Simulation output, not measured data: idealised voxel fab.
process module | voxel air gaps
cross-section cut | 255 nm wide | cells 5 nm
A cross-section is a grid of square cells, given in bands from the top down. A band is one or more rows of cells.
Each band's line starts with the height of the band's top and of its bottom, in nm. Then come its materials from left to right, each with its width in nm. One material with "throughout" fills the band from edge to edge. "air" is empty space.
Height 0 is the level under which the wafer as received is all one material. The lowest band goes on downwards, as in "0 down".
A width such as "30 to 40" changes by the same amount from each row of cells to the next, from the band's top row to its bottom row.
"no change" after a step means that no cell of the cross-section changed.
closed voids: empty space of 8 cells or more with no open way to the top, each as width x height at its distance from the left edge, in nm
after a step's settings: what the simulator itself notes on the step
overlay nm, on a step with a mask: how far to the right of its planned place the mask lay; to the left if negative
plan
1 op RECEIVE | material Si
2 op CONFORMAL_DEP | material SiO2 | thk nm 15
3 op CONFORMAL_DEP | material SiCN | thk nm 5
4 op DIRECTIONAL_DEP | material lowk | thk nm 30
5 op MASKED_ETCH | tone open | mask id LINES | width nm 20 | pitch nm 45 | etch materials lowk | depth nm 30 | overlay nm 0
6 op CONFORMAL_DEP | material TiN | thk nm 5
7 op FILL_DEP | material W | thk nm 10
8 op CMP | height nm 50
9 op EPI | material Ru | thk nm 10
10 op SELECTIVE_ETCH | etch materials lowk | depth nm 40
11 op CONFORMAL_DEP | material SiCN | thk nm 5
as received, after step 1
  0 down: Si throughout
  closed voids: none
first wafer at the end, as planned
  65 to 60: air 55 | SiCN 140 | air 60
  60 to 50: air 55 | SiCN 5 | Ru 40 | SiCN 5 | Ru 40 | SiCN 5 | Ru 40 | SiCN 5 | air 60
  50 to 45: air 55 | SiCN 15 | TiN 5 | W 10 | TiN 5 | SiCN 25 | TiN 5 | W 10 | TiN 5 | SiCN 25 | TiN 5 | W 10 | TiN 5 | SiCN 15 | air 60
  45 to 25: air 65 | SiCN 5 | TiN 5 | W 10 | TiN 5 | SiCN 5 | air 15 | SiCN 5 | TiN 5 | W 10 | TiN 5 | SiCN 5 | air 15 | SiCN 5 | TiN 5 | W 10 | TiN 5 | SiCN 5 | air 70
  25 to 20: SiCN 70 | TiN 20 | SiCN 25 | TiN 20 | SiCN 25 | TiN 20 | SiCN 75
  20 to 15: SiCN throughout
  15 to 0: SiO2 throughout
  0 down: Si throughout
  closed voids: 15 x 20 at 95; 15 x 20 at 140
second wafer at the end: like start, like plan, one mistake
  60 to 55: air 55 | SiCN 140 | air 60
  55 to 45: air 55 | SiCN 5 | Ru 40 | SiCN 5 | Ru 40 | SiCN 5 | Ru 40 | SiCN 5 | air 60
  45 to 40: air 55 | SiCN 15 | TiN 5 | W 10 | TiN 5 | SiCN 25 | TiN 5 | W 10 | TiN 5 | SiCN 25 | TiN 5 | W 10 | TiN 5 | SiCN 15 | air 60
  40 to 25: air 65 | SiCN 5 | TiN 5 | W 10 | TiN 5 | SiCN 5 | air 15 | SiCN 5 | TiN 5 | W 10 | TiN 5 | SiCN 5 | air 15 | SiCN 5 | TiN 5 | W 10 | TiN 5 | SiCN 5 | air 70
  25 to 20: SiCN 70 | TiN 20 | SiCN 25 | TiN 20 | SiCN 25 | TiN 20 | SiCN 75
  20 to 15: SiCN throughout
  15 to 0: SiO2 throughout
  0 down: Si throughout
  closed voids: 15 x 15 at 95; 15 x 15 at 140
what went wrong: step 8 ran as: op CMP | height nm 45
at the end the second wafer has, in cells: 6 fewer of SiCN | 6 fewer of TiN | 6 fewer of W
